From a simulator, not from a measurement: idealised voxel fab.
The process module presented herein is designated voxel wiring stack.
Xsec cut, 210 nm wide, square cell size 5 nm.
Bands, listed from the top down, are how a cross-section gets written in this document; the cross-section itself is a grid of square cells, and a band is one or more rows of them. This entry defines a band. It first specifies the height of the band's top and the height of its bottom in nm, and then specifies the band's materials from left to right, stating each material with its width in nm. The word "everywhere" identifies a single material that fills the band from edge to edge, while the word "air" identifies empty space. Below 0: as-received wafer, all one material; heights counted from there. Lowest band: no bottom, goes on down, written "0 and below". It should be noted that a width expressed as "30 to 40" varies in equal increments from row to row of cells within the band, taking the value of the first number at the top row and that of the second number at the bottom row. Step note "everything unchanged" = no cross-section cell changed. If an empty space has no open way to the top and is at least 8 cells in size, "Enclosed internal cavities" lists it, written width x height at distance, where distance is measured from the left edge and every value is in nm. The remark found on a step's line after its settings is issued by the simulator itself and pertains to that step. "overlay nm" answers the question of how far to the right of plan the mask lay on a step that has a mask, and when it is negative the answer is to the left.

### These are the steps we planned for the process
- 1: RECEIVE [material Si]
- 2: CONFORMAL_DEP [material SiO2] [thk nm 10]
- 3: CONFORMAL_DEP [material SiN] [thk nm 5]
- 4: DIRECTIONAL_DEP [material SiO2] [thk nm 25]
- 5: DIRECTIONAL_DEP [material aC] [thk nm 10]
- 6: PATTERN [tone open] [mask id METAL_1] [material resist] [width nm 25] [pitch nm 50] [thk nm 30] [overlay nm 0]
- 7: DIRECTIONAL_ETCH [etch materials aC] [depth nm 10]
- 8: STRIP [etch materials resist]
- 9: DIRECTIONAL_ETCH [etch materials SiO2] [depth nm 25]
- 10: DIRECTIONAL_ETCH [etch materials SiN] [depth nm 5]
- 11: STRIP [etch materials aC]
- 12: CONFORMAL_DEP [material TiN] [thk nm 5]
- 13: FILL_DEP [material Cu] [thk nm 5]
- 14: CMP [height nm 40]
- 15: CONFORMAL_DEP [material SiCN] [thk nm 5]
- 16: DIRECTIONAL_DEP [material SiO2] [thk nm 25]
- 17: MASKED_ETCH [tone open] [mask id METAL_2_HOLES] [width nm 15] [pitch nm 50] [etch materials SiO2] [depth nm 25] [overlay nm 0]
- 18: MASKED_ETCH [tone open] [mask id METAL_2] [width nm 25] [pitch nm 50] [etch materials SiO2] [depth nm 15] [overlay nm 0]
- 19: MASKED_ETCH [tone open] [mask id METAL_2] [width nm 25] [pitch nm 50] [etch materials SiCN] [depth nm 5] [overlay nm 0]
- 20: CONFORMAL_DEP [material TiN] [thk nm 5]
- 21: FILL_DEP [material Cu] [thk nm 10]
- 22: CMP [height nm 70]
- 23: CONFORMAL_DEP [material SiCN] [thk nm 5]
- 24: DIRECTIONAL_DEP [material lowk] [thk nm 35]
- 25: PATTERN [tone open] [mask id METAL_3] [material resist] [width nm 25] [pitch nm 50] [thk nm 15] [overlay nm 0]
- 26: DIRECTIONAL_ETCH [etch materials lowk] [depth nm 20]
- 27: STRIP [etch materials resist]
- 28: DIRECTIONAL_DEP [material aC] [thk nm 15]
- 29: PATTERN [tone open] [mask id METAL_3_HOLES] [material resist] [width nm 15] [pitch nm 50] [thk nm 35] [overlay nm 0]
- 30: DIRECTIONAL_ETCH [etch materials aC] [depth nm 15]
- 31: STRIP [etch materials resist]
- 32: DIRECTIONAL_ETCH [etch materials lowk] [depth nm 15]
- 33: DIRECTIONAL_ETCH [etch materials SiCN] [depth nm 5]
- 34: STRIP [etch materials aC]
- 35: CONFORMAL_DEP [material TiN] [thk nm 5]
- 36: FILL_DEP [material Cu] [thk nm 5]
- 37: CMP [height nm 110]
- 38: CONFORMAL_DEP [material SiN] [thk nm 5]

### Of two wafers, the first: run according to plan

### As-received wafer cross-section (after step 1)
> 0 and below | Si everywhere
> Enclosed internal cavities: none

### After step 2, in cross-section
> 10 down to 0 | SiO2 everywhere
> Rest of section, below 0: as before.

### After step 3, in cross-section
> 15 down to 10 | SiN everywhere
> Rest of section, below 10: as before.

### After step 4, in cross-section
> 40 down to 15 | SiO2 everywhere
> Rest of section, below 15: as before.

### After step 5, in cross-section
> 50 down to 40 | aC everywhere
> Rest of section, below 40: as before.

### After step 6, in cross-section
> 80 down to 50 | resist 15 / air 25 / resist 25 / air 25 / resist 25 / air 25 / resist 25 / air 25 / resist 20
> Rest of section, below 50: as before.

### After step 7, in cross-section
> 70 down to 50 | resist 15 / air 25 / resist 25 / air 25 / resist 25 / air 25 / resist 25 / air 25 / resist 20
> 50 down to 40 | aC 15 / air 25 / aC 25 / air 25 / aC 25 / air 25 / aC 25 / air 25 / aC 20
> Rest of section, below 40: as before.

### After step 8, in cross-section
> 50 down to 40 | aC 15 / air 25 / aC 25 / air 25 / aC 25 / air 25 / aC 25 / air 25 / aC 20
> Rest of section, below 40: as before.

### After step 9, in cross-section
> 50 down to 40 | aC 15 / air 25 / aC 25 / air 25 / aC 25 / air 25 / aC 25 / air 25 / aC 20
> 40 down to 15 | SiO2 15 / air 25 / SiO2 25 / air 25 / SiO2 25 / air 25 / SiO2 25 / air 25 / SiO2 20
> Rest of section, below 15: as before.

### After step 10, in cross-section
> 50 down to 40 | aC 15 / air 25 / aC 25 / air 25 / aC 25 / air 25 / aC 25 / air 25 / aC 20
> 40 down to 15 | SiO2 15 / air 25 / SiO2 25 / air 25 / SiO2 25 / air 25 / SiO2 25 / air 25 / SiO2 20
> 15 down to 10 | SiN 15 / air 25 / SiN 25 / air 25 / SiN 25 / air 25 / SiN 25 / air 25 / SiN 20
> Rest of section, below 10: as before.

### After step 11, in cross-section
> 40 down to 15 | SiO2 15 / air 25 / SiO2 25 / air 25 / SiO2 25 / air 25 / SiO2 25 / air 25 / SiO2 20
> Rest of section, below 15: as before.

### After step 12, in cross-section
> 45 down to 40 | TiN 20 / air 15 / TiN 35 / air 15 / TiN 35 / air 15 / TiN 35 / air 15 / TiN 25
> 40 down to 15 | SiO2 15 / TiN 5 / air 15 / TiN 5 / SiO2 25 / TiN 5 / air 15 / TiN 5 / SiO2 25 / TiN 5 / air 15 / TiN 5 / SiO2 25 / TiN 5 / air 15 / TiN 5 / SiO2 20
> 15 down to 10 | SiN 15 / TiN 25 / SiN 25 / TiN 25 / SiN 25 / TiN 25 / SiN 25 / TiN 25 / SiN 20
> Rest of section, below 10: as before.

### After step 13, in cross-section
> 50 down to 45 | Cu everywhere
> 45 down to 40 | TiN 20 / Cu 15 / TiN 35 / Cu 15 / TiN 35 / Cu 15 / TiN 35 / Cu 15 / TiN 25
> 40 down to 15 | SiO2 15 / TiN 5 / Cu 15 / TiN 5 / SiO2 25 / TiN 5 / Cu 15 / TiN 5 / SiO2 25 / TiN 5 / Cu 15 / TiN 5 / SiO2 25 / TiN 5 / Cu 15 / TiN 5 / SiO2 20
> Rest of section, below 15: as before.

### After step 14, in cross-section
> 40 down to 15 | SiO2 15 / TiN 5 / Cu 15 / TiN 5 / SiO2 25 / TiN 5 / Cu 15 / TiN 5 / SiO2 25 / TiN 5 / Cu 15 / TiN 5 / SiO2 25 / TiN 5 / Cu 15 / TiN 5 / SiO2 20
> Rest of section, below 15: as before.

### After step 15, in cross-section
> 45 down to 40 | SiCN everywhere
> Rest of section, below 40: as before.

### After step 16, in cross-section
> 70 down to 45 | SiO2 everywhere
> Rest of section, below 45: as before.

### After step 17, in cross-section
> 70 down to 45 | SiO2 15 / air 15 / SiO2 35 / air 15 / SiO2 35 / air 15 / SiO2 35 / air 15 / SiO2 30
> Rest of section, below 45: as before.

### After step 18, in cross-section
> 70 down to 55 | SiO2 15 / air 25 / SiO2 25 / air 25 / SiO2 25 / air 25 / SiO2 25 / air 25 / SiO2 20
> Rest of section, below 55: as before.

### After step 19, in cross-section
> 70 down to 55 | SiO2 15 / air 25 / SiO2 25 / air 25 / SiO2 25 / air 25 / SiO2 25 / air 25 / SiO2 20
> 55 down to 45 | SiO2 15 / air 15 / SiO2 35 / air 15 / SiO2 35 / air 15 / SiO2 35 / air 15 / SiO2 30
> 45 down to 40 | SiCN 15 / air 15 / SiCN 35 / air 15 / SiCN 35 / air 15 / SiCN 35 / air 15 / SiCN 30
> Rest of section, below 40: as before.

### After step 20, in cross-section
> 75 down to 70 | TiN 20 / air 15 / TiN 35 / air 15 / TiN 35 / air 15 / TiN 35 / air 15 / TiN 25
> 70 down to 60 | SiO2 15 / TiN 5 / air 15 / TiN 5 / SiO2 25 / TiN 5 / air 15 / TiN 5 / SiO2 25 / TiN 5 / air 15 / TiN 5 / SiO2 25 / TiN 5 / air 15 / TiN 5 / SiO2 20
> 60 down to 55 | SiO2 15 / TiN 5 / air 5 / TiN 15 / SiO2 25 / TiN 5 / air 5 / TiN 15 / SiO2 25 / TiN 5 / air 5 / TiN 15 / SiO2 25 / TiN 5 / air 5 / TiN 15 / SiO2 20
> 55 down to 45 | SiO2 15 / TiN 5 / air 5 / TiN 5 / SiO2 35 / TiN 5 / air 5 / TiN 5 / SiO2 35 / TiN 5 / air 5 / TiN 5 / SiO2 35 / TiN 5 / air 5 / TiN 5 / SiO2 30
> 45 down to 40 | SiCN 15 / TiN 15 / SiCN 35 / TiN 15 / SiCN 35 / TiN 15 / SiCN 35 / TiN 15 / SiCN 30
> Rest of section, below 40: as before.

### After step 21, in cross-section
> 85 down to 75 | Cu everywhere
> 75 down to 70 | TiN 20 / Cu 15 / TiN 35 / Cu 15 / TiN 35 / Cu 15 / TiN 35 / Cu 15 / TiN 25
> 70 down to 60 | SiO2 15 / TiN 5 / Cu 15 / TiN 5 / SiO2 25 / TiN 5 / Cu 15 / TiN 5 / SiO2 25 / TiN 5 / Cu 15 / TiN 5 / SiO2 25 / TiN 5 / Cu 15 / TiN 5 / SiO2 20
> 60 down to 55 | SiO2 15 / TiN 5 / Cu 5 / TiN 15 / SiO2 25 / TiN 5 / Cu 5 / TiN 15 / SiO2 25 / TiN 5 / Cu 5 / TiN 15 / SiO2 25 / TiN 5 / Cu 5 / TiN 15 / SiO2 20
> 55 down to 45 | SiO2 15 / TiN 5 / Cu 5 / TiN 5 / SiO2 35 / TiN 5 / Cu 5 / TiN 5 / SiO2 35 / TiN 5 / Cu 5 / TiN 5 / SiO2 35 / TiN 5 / Cu 5 / TiN 5 / SiO2 30
> Rest of section, below 45: as before.

### After step 22, in cross-section
> 70 down to 60 | SiO2 15 / TiN 5 / Cu 15 / TiN 5 / SiO2 25 / TiN 5 / Cu 15 / TiN 5 / SiO2 25 / TiN 5 / Cu 15 / TiN 5 / SiO2 25 / TiN 5 / Cu 15 / TiN 5 / SiO2 20
> Rest of section, below 60: as before.

### After step 23, in cross-section
> 75 down to 70 | SiCN everywhere
> Rest of section, below 70: as before.

### After step 24, in cross-section
> 110 down to 75 | lowk everywhere
> Rest of section, below 75: as before.

### After step 25, in cross-section
> 125 down to 110 | resist 15 / air 25 / resist 25 / air 25 / resist 25 / air 25 / resist 25 / air 25 / resist 20
> Rest of section, below 110: as before.

### After step 26, in cross-section
> 125 down to 110 | resist 15 / air 25 / resist 25 / air 25 / resist 25 / air 25 / resist 25 / air 25 / resist 20
> 110 down to 90 | lowk 15 / air 25 / lowk 25 / air 25 / lowk 25 / air 25 / lowk 25 / air 25 / lowk 20
> Rest of section, below 90: as before.

### After step 27, in cross-section
> 110 down to 90 | lowk 15 / air 25 / lowk 25 / air 25 / lowk 25 / air 25 / lowk 25 / air 25 / lowk 20
> Rest of section, below 90: as before.

### After step 28, in cross-section
> 125 down to 110 | aC 15 / air 25 / aC 25 / air 25 / aC 25 / air 25 / aC 25 / air 25 / aC 20
> 110 down to 105 | lowk 15 / air 25 / lowk 25 / air 25 / lowk 25 / air 25 / lowk 25 / air 25 / lowk 20
> 105 down to 90 | lowk 15 / aC 25 / lowk 25 / aC 25 / lowk 25 / aC 25 / lowk 25 / aC 25 / lowk 20
> Rest of section, below 90: as before.

### After step 29, in cross-section
> 160 down to 125 | resist 15 / air 15 / resist 35 / air 15 / resist 35 / air 15 / resist 35 / air 15 / resist 30
> 125 down to 110 | aC 15 / air 15 / resist 10 / aC 25 / air 15 / resist 10 / aC 25 / air 15 / resist 10 / aC 25 / air 15 / resist 10 / aC 20
> 110 down to 105 | lowk 15 / air 15 / resist 10 / lowk 25 / air 15 / resist 10 / lowk 25 / air 15 / resist 10 / lowk 25 / air 15 / resist 10 / lowk 20
> Rest of section, below 105: as before.

### After step 30, in cross-section
> 145 down to 125 | resist 15 / air 15 / resist 35 / air 15 / resist 35 / air 15 / resist 35 / air 15 / resist 30
> 125 down to 110 | aC 15 / air 15 / resist 10 / aC 25 / air 15 / resist 10 / aC 25 / air 15 / resist 10 / aC 25 / air 15 / resist 10 / aC 20
> 110 down to 105 | lowk 15 / air 15 / resist 10 / lowk 25 / air 15 / resist 10 / lowk 25 / air 15 / resist 10 / lowk 25 / air 15 / resist 10 / lowk 20
> 105 down to 90 | lowk 15 / air 15 / aC 10 / lowk 25 / air 15 / aC 10 / lowk 25 / air 15 / aC 10 / lowk 25 / air 15 / aC 10 / lowk 20
> Rest of section, below 90: as before.

### After step 31, in cross-section
> 125 down to 110 | aC 15 / air 25 / aC 25 / air 25 / aC 25 / air 25 / aC 25 / air 25 / aC 20
> 110 down to 105 | lowk 15 / air 25 / lowk 25 / air 25 / lowk 25 / air 25 / lowk 25 / air 25 / lowk 20
> Rest of section, below 105: as before.

### After step 32, in cross-section
> 125 down to 110 | aC 15 / air 25 / aC 25 / air 25 / aC 25 / air 25 / aC 25 / air 25 / aC 20
> 110 down to 105 | lowk 15 / air 25 / lowk 25 / air 25 / lowk 25 / air 25 / lowk 25 / air 25 / lowk 20
> 105 down to 90 | lowk 15 / air 15 / aC 10 / lowk 25 / air 15 / aC 10 / lowk 25 / air 15 / aC 10 / lowk 25 / air 15 / aC 10 / lowk 20
> 90 down to 75 | lowk 15 / air 15 / lowk 35 / air 15 / lowk 35 / air 15 / lowk 35 / air 15 / lowk 30
> Rest of section, below 75: as before.

### After step 33, in cross-section
> 125 down to 110 | aC 15 / air 25 / aC 25 / air 25 / aC 25 / air 25 / aC 25 / air 25 / aC 20
> 110 down to 105 | lowk 15 / air 25 / lowk 25 / air 25 / lowk 25 / air 25 / lowk 25 / air 25 / lowk 20
> 105 down to 90 | lowk 15 / air 15 / aC 10 / lowk 25 / air 15 / aC 10 / lowk 25 / air 15 / aC 10 / lowk 25 / air 15 / aC 10 / lowk 20
> 90 down to 75 | lowk 15 / air 15 / lowk 35 / air 15 / lowk 35 / air 15 / lowk 35 / air 15 / lowk 30
> 75 down to 70 | SiCN 15 / air 15 / SiCN 35 / air 15 / SiCN 35 / air 15 / SiCN 35 / air 15 / SiCN 30
> Rest of section, below 70: as before.

### After step 34, in cross-section
> 110 down to 90 | lowk 15 / air 25 / lowk 25 / air 25 / lowk 25 / air 25 / lowk 25 / air 25 / lowk 20
> Rest of section, below 90: as before.

### After step 35, in cross-section
> 115 down to 110 | TiN 20 / air 15 / TiN 35 / air 15 / TiN 35 / air 15 / TiN 35 / air 15 / TiN 25
> 110 down to 95 | lowk 15 / TiN 5 / air 15 / TiN 5 / lowk 25 / TiN 5 / air 15 / TiN 5 / lowk 25 / TiN 5 / air 15 / TiN 5 / lowk 25 / TiN 5 / air 15 / TiN 5 / lowk 20
> 95 down to 90 | lowk 15 / TiN 5 / air 5 / TiN 15 / lowk 25 / TiN 5 / air 5 / TiN 15 / lowk 25 / TiN 5 / air 5 / TiN 15 / lowk 25 / TiN 5 / air 5 / TiN 15 / lowk 20
> 90 down to 75 | lowk 15 / TiN 5 / air 5 / TiN 5 / lowk 35 / TiN 5 / air 5 / TiN 5 / lowk 35 / TiN 5 / air 5 / TiN 5 / lowk 35 / TiN 5 / air 5 / TiN 5 / lowk 30
> 75 down to 70 | SiCN 15 / TiN 15 / SiCN 35 / TiN 15 / SiCN 35 / TiN 15 / SiCN 35 / TiN 15 / SiCN 30
> Rest of section, below 70: as before.

### After step 36, in cross-section
> 120 down to 115 | Cu everywhere
> 115 down to 110 | TiN 20 / Cu 15 / TiN 35 / Cu 15 / TiN 35 / Cu 15 / TiN 35 / Cu 15 / TiN 25
> 110 down to 95 | lowk 15 / TiN 5 / Cu 15 / TiN 5 / lowk 25 / TiN 5 / Cu 15 / TiN 5 / lowk 25 / TiN 5 / Cu 15 / TiN 5 / lowk 25 / TiN 5 / Cu 15 / TiN 5 / lowk 20
> 95 down to 90 | lowk 15 / TiN 5 / Cu 5 / TiN 15 / lowk 25 / TiN 5 / Cu 5 / TiN 15 / lowk 25 / TiN 5 / Cu 5 / TiN 15 / lowk 25 / TiN 5 / Cu 5 / TiN 15 / lowk 20
> 90 down to 75 | lowk 15 / TiN 5 / Cu 5 / TiN 5 / lowk 35 / TiN 5 / Cu 5 / TiN 5 / lowk 35 / TiN 5 / Cu 5 / TiN 5 / lowk 35 / TiN 5 / Cu 5 / TiN 5 / lowk 30
> Rest of section, below 75: as before.

### After step 37, in cross-section
> 110 down to 95 | lowk 15 / TiN 5 / Cu 15 / TiN 5 / lowk 25 / TiN 5 / Cu 15 / TiN 5 / lowk 25 / TiN 5 / Cu 15 / TiN 5 / lowk 25 / TiN 5 / Cu 15 / TiN 5 / lowk 20
> Rest of section, below 95: as before.

### After step 38, in cross-section
> 115 down to 110 | SiN everywhere
> Rest of section, below 110: as before.

### Wafer two: like wafer one in start and plan, but with one mistake in execution; identical up to and including step 23

### Second wafer, cross-section, planned end of step 24
> 145 down to 75 | lowk everywhere
> Rest of section, below 75: as before.

### Second wafer, cross-section, planned end of step 25
> 160 down to 145 | resist 15 / air 25 / resist 25 / air 25 / resist 25 / air 25 / resist 25 / air 25 / resist 20
> Rest of section, below 145: as before.

### Second wafer, cross-section, planned end of step 26
> 160 down to 145 | resist 15 / air 25 / resist 25 / air 25 / resist 25 / air 25 / resist 25 / air 25 / resist 20
> 145 down to 125 | lowk 15 / air 25 / lowk 25 / air 25 / lowk 25 / air 25 / lowk 25 / air 25 / lowk 20
> Rest of section, below 125: as before.

### Second wafer, cross-section, planned end of step 27
> 145 down to 125 | lowk 15 / air 25 / lowk 25 / air 25 / lowk 25 / air 25 / lowk 25 / air 25 / lowk 20
> Rest of section, below 125: as before.

### Second wafer, cross-section, planned end of step 28
> 160 down to 145 | aC 15 / air 25 / aC 25 / air 25 / aC 25 / air 25 / aC 25 / air 25 / aC 20
> 145 down to 140 | lowk 15 / air 25 / lowk 25 / air 25 / lowk 25 / air 25 / lowk 25 / air 25 / lowk 20
> 140 down to 125 | lowk 15 / aC 25 / lowk 25 / aC 25 / lowk 25 / aC 25 / lowk 25 / aC 25 / lowk 20
> Rest of section, below 125: as before.

### Second wafer, cross-section, planned end of step 29
> 195 down to 160 | resist 15 / air 15 / resist 35 / air 15 / resist 35 / air 15 / resist 35 / air 15 / resist 30
> 160 down to 145 | aC 15 / air 15 / resist 10 / aC 25 / air 15 / resist 10 / aC 25 / air 15 / resist 10 / aC 25 / air 15 / resist 10 / aC 20
> 145 down to 140 | lowk 15 / air 15 / resist 10 / lowk 25 / air 15 / resist 10 / lowk 25 / air 15 / resist 10 / lowk 25 / air 15 / resist 10 / lowk 20
> Rest of section, below 140: as before.

### Second wafer, cross-section, planned end of step 30
> 180 down to 160 | resist 15 / air 15 / resist 35 / air 15 / resist 35 / air 15 / resist 35 / air 15 / resist 30
> 160 down to 145 | aC 15 / air 15 / resist 10 / aC 25 / air 15 / resist 10 / aC 25 / air 15 / resist 10 / aC 25 / air 15 / resist 10 / aC 20
> 145 down to 140 | lowk 15 / air 15 / resist 10 / lowk 25 / air 15 / resist 10 / lowk 25 / air 15 / resist 10 / lowk 25 / air 15 / resist 10 / lowk 20
> 140 down to 125 | lowk 15 / air 15 / aC 10 / lowk 25 / air 15 / aC 10 / lowk 25 / air 15 / aC 10 / lowk 25 / air 15 / aC 10 / lowk 20
> Rest of section, below 125: as before.

### Second wafer, cross-section, planned end of step 31
> 160 down to 145 | aC 15 / air 25 / aC 25 / air 25 / aC 25 / air 25 / aC 25 / air 25 / aC 20
> 145 down to 140 | lowk 15 / air 25 / lowk 25 / air 25 / lowk 25 / air 25 / lowk 25 / air 25 / lowk 20
> Rest of section, below 140: as before.

### Second wafer, cross-section, planned end of step 32
> 160 down to 145 | aC 15 / air 25 / aC 25 / air 25 / aC 25 / air 25 / aC 25 / air 25 / aC 20
> 145 down to 140 | lowk 15 / air 25 / lowk 25 / air 25 / lowk 25 / air 25 / lowk 25 / air 25 / lowk 20
> 140 down to 125 | lowk 15 / air 15 / aC 10 / lowk 25 / air 15 / aC 10 / lowk 25 / air 15 / aC 10 / lowk 25 / air 15 / aC 10 / lowk 20
> 125 down to 110 | lowk 15 / air 15 / lowk 35 / air 15 / lowk 35 / air 15 / lowk 35 / air 15 / lowk 30
> Rest of section, below 110: as before.

Second wafer, cross-section, planned end of step 33: everything unchanged

### Second wafer, cross-section, planned end of step 34
> 145 down to 125 | lowk 15 / air 25 / lowk 25 / air 25 / lowk 25 / air 25 / lowk 25 / air 25 / lowk 20
> Rest of section, below 125: as before.

### Second wafer, cross-section, planned end of step 35
> 150 down to 145 | TiN 20 / air 15 / TiN 35 / air 15 / TiN 35 / air 15 / TiN 35 / air 15 / TiN 25
> 145 down to 130 | lowk 15 / TiN 5 / air 15 / TiN 5 / lowk 25 / TiN 5 / air 15 / TiN 5 / lowk 25 / TiN 5 / air 15 / TiN 5 / lowk 25 / TiN 5 / air 15 / TiN 5 / lowk 20
> 130 down to 125 | lowk 15 / TiN 5 / air 5 / TiN 15 / lowk 25 / TiN 5 / air 5 / TiN 15 / lowk 25 / TiN 5 / air 5 / TiN 15 / lowk 25 / TiN 5 / air 5 / TiN 15 / lowk 20
> 125 down to 115 | lowk 15 / TiN 5 / air 5 / TiN 5 / lowk 35 / TiN 5 / air 5 / TiN 5 / lowk 35 / TiN 5 / air 5 / TiN 5 / lowk 35 / TiN 5 / air 5 / TiN 5 / lowk 30
> 115 down to 110 | lowk 15 / TiN 15 / lowk 35 / TiN 15 / lowk 35 / TiN 15 / lowk 35 / TiN 15 / lowk 30
> Rest of section, below 110: as before.

### Second wafer, cross-section, planned end of step 36
> 155 down to 150 | Cu everywhere
> 150 down to 145 | TiN 20 / Cu 15 / TiN 35 / Cu 15 / TiN 35 / Cu 15 / TiN 35 / Cu 15 / TiN 25
> 145 down to 130 | lowk 15 / TiN 5 / Cu 15 / TiN 5 / lowk 25 / TiN 5 / Cu 15 / TiN 5 / lowk 25 / TiN 5 / Cu 15 / TiN 5 / lowk 25 / TiN 5 / Cu 15 / TiN 5 / lowk 20
> 130 down to 125 | lowk 15 / TiN 5 / Cu 5 / TiN 15 / lowk 25 / TiN 5 / Cu 5 / TiN 15 / lowk 25 / TiN 5 / Cu 5 / TiN 15 / lowk 25 / TiN 5 / Cu 5 / TiN 15 / lowk 20
> 125 down to 115 | lowk 15 / TiN 5 / Cu 5 / TiN 5 / lowk 35 / TiN 5 / Cu 5 / TiN 5 / lowk 35 / TiN 5 / Cu 5 / TiN 5 / lowk 35 / TiN 5 / Cu 5 / TiN 5 / lowk 30
> Rest of section, below 115: as before.

### Second wafer, cross-section, planned end of step 37
> 110 down to 75 | lowk everywhere
> Rest of section, below 75: as before.

### Second wafer, cross-section, planned end of step 38
> 115 down to 110 | SiN everywhere
> Rest of section, below 110: as before.
Which mistake was made when the wafer was run? it should be noted that step 24 of the plan was executed twice
Looking at both finished wafers in cells, the second ends up ahead of or behind the first on some materials: Cu: 52 fewer; SiCN: 12 more; TiN: 76 fewer; lowk: 116 more
